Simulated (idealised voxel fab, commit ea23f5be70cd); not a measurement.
The document below concerns the process module designated voxel self aligned vias.
Pictured: cross-section cut, 190 nm wide, on a grid of 5 nm square cells.
Heads up, the way a cross-section reads in here is a grid of square cells, handed over as bands from the top down, with every band being one or more rows of cells.
Band: top height; bottom height; in nm. Then, left to right: material with width in nm, for each material. "everywhere": a single material spanning edge to edge. "empty": empty space.
We count height from 0. Below that, the starting wafer is all one material. The lowest band never ends at the bottom but goes on down; see "from 0 down" for how that is written.
A width such as "30 to 40" changes by the same amount from each row of cells to the next, from the band's top row to its bottom row.
Step note "nothing was modified" = no cross-section cell changed.
"Closed-off voids": sealed empty spaces, 8 cells or more, no open way to top, listed width x height at distance, with distance from the left edge and width, height and distance in nm.
On a step's line, text after the settings is the simulator commenting on that step.
For masked steps, "overlay nm" on the step line gives how far right of plan the mask actually lay; a minus sign means it lay to the left.

PLANNED PROCESS STEPS
1: RECEIVE,material Si
2: CONFORMAL_DEP,material SiO2,thk nm 15
3: CONFORMAL_DEP,material SiCN,thk nm 5
4: DIRECTIONAL_DEP,material lowk,thk nm 25
5: PATTERN,tone open,mask id LINES,material resist,width nm 30,pitch nm 55,thk nm 15,overlay nm 0
6: DIRECTIONAL_ETCH,etch materials lowk,depth nm 25
7: STRIP,etch materials resist
8: CONFORMAL_DEP,material TiN,thk nm 5
9: FILL_DEP,material W,thk nm 10
10: CMP,height nm 45
11: SELECTIVE_ETCH,etch materials W Ru TiN,depth nm 5
12: FILL_DEP,material SiN,thk nm 10
13: CMP,height nm 45
14: DIRECTIONAL_DEP,material lowk,thk nm 15
15: MASKED_ETCH,tone open,mask id VIAS,width nm 40,pitch nm 55,etch materials lowk,depth nm 15,overlay nm 0
16: MASKED_ETCH,tone open,mask id VIAS,width nm 40,pitch nm 55,etch materials SiN,depth nm 5,overlay nm 0
17: CONFORMAL_DEP,material TiN,thk nm 5
18: FILL_DEP,material Ru,thk nm 5
19: CMP,height nm 60
20: CONFORMAL_DEP,material SiCN,thk nm 5

INCOMING WAFER IN CROSS-SECTION (STATE: AFTER STEP 1)
	from 0 down = Si everywhere
	Closed-off voids: none

AS-PLANNED RUN: CROSS-SECTION OF THE FIRST OF TWO WAFERS AT END OF MODULE
	from 65 to 60 = SiCN everywhere
	from 60 to 50 = lowk 45; TiN 5; Ru 30; TiN 5; lowk 15; TiN 5; Ru 30; TiN 5; lowk 50
	from 50 to 45 = lowk 45; TiN 10; Ru 20; TiN 10; lowk 15; TiN 10; Ru 20; TiN 10; lowk 50
	from 45 to 40 = lowk 50; TiN 30; lowk 25; TiN 30; lowk 55
	from 40 to 25 = lowk 50; TiN 5; W 20; TiN 5; lowk 25; TiN 5; W 20; TiN 5; lowk 55
	from 25 to 20 = lowk 50; TiN 30; lowk 25; TiN 30; lowk 55
	from 20 to 15 = SiCN everywhere
	from 15 to 0 = SiO2 everywhere
	from 0 down = Si everywhere
	Closed-off voids: none

CROSS-SECTIONAL VIEW: SECOND OF TWO WAFERS, END OF MODULE; START AND PLAN IDENTICAL TO THE FIRST, ONE MISTAKE IN RUNNING
	from 65 to 60 = SiCN everywhere
	from 60 to 50 = lowk 45; TiN 5; Ru 30; TiN 5; lowk 15; TiN 5; Ru 30; TiN 5; lowk 50
	from 50 to 45 = lowk 45; TiN 40; lowk 15; TiN 40; lowk 50
	from 45 to 40 = SiCN everywhere
	from 40 to 15 = lowk everywhere
	from 15 to 0 = SiO2 everywhere
	from 0 down = Si everywhere
	Closed-off voids: none
Plan not followed: contrary to the plan, steps 3 and 4 were processed in exchanged order
Count the cells at the end and the second wafer has more or fewer of some materials than the first: -8 Ru, -28 TiN, -24 W, +60 lowk
